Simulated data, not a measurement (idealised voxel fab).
This section sets out a process module, namely voxel fin reveal.
The cross-section shown here is cut; it is 255 nm wide and divided into square cells measuring 5 nm on a side.
Format of a cross-section: grid, square cells. Given as bands. Order: top down. Band: one or more rows of cells.
Quick guide to a band line: top height, bottom height (nm) up front; then every material left to right with its width in nm. Only one material and it's marked "throughout"? Then it fills the band edge to edge. And "empty" just means empty space.
Height 0 is the level under which the wafer as received is all one material. The lowest band goes on downwards, as in "top 0, no bottom".
Think of "30..40" as a width that walks from the first number to the second as you go down the band, top row to bottom row, taking equal-sized steps from row to row.
"no change occurred" means the step left every cell of the cross-section as it was.
"Closed void inventory" means: voids of 8 cells or more that are shut off from the top with no open way through. Written width x height at distance, distance from the left edge, in nm.
On a step's line, text after the settings is the simulator commenting on that step.
When a step includes a mask, the "overlay nm" setting on its line states how far to the right of its planned place that mask lay, and negative values state how far to the left.

-- Here's what the planned process steps look like
1: RECEIVE (material Si)
2: CONFORMAL_DEP (material SiN; thk nm 10)
3: MASKED_ETCH (tone cover; mask id FINS; width nm 15; pitch nm 35; etch materials SiN; depth nm 10; overlay nm 0)
4: MASKED_ETCH (tone cover; mask id FINS; width nm 15; pitch nm 35; etch materials Si; depth nm 35; overlay nm 0)
5: FILL_DEP (material SiO2; thk nm 15)
6: CMP (height nm 0)
7: SELECTIVE_ETCH (etch materials SiO2; depth nm 20)
8: STRIP (etch materials SiN)
Variable across wafers: step 6 height nm (plan value is that of the first wafer; starting state common to all).

-- Cross-section of the first of several received wafers, showing its state after step 1
* top 0, no bottom | Si throughout
* Closed void inventory: none

-- Gained (+) or lost (-) cells of each material since receipt, then closed voids: one row per wafer, at the end of the module
height nm 0, -273 Si, +117 SiO2, Closed void inventory: none
height nm 5, -273 Si, +156 SiO2, Closed void inventory: none
height nm 10, -273 Si, +195 SiO2, Closed void inventory: none
height nm 15, -273 Si, +234 SiO2, Closed void inventory: none
height nm 20, -273 Si, +273 SiO2, Closed void inventory: none
height nm 25, -273 Si, +312 SiO2, Closed void inventory: none
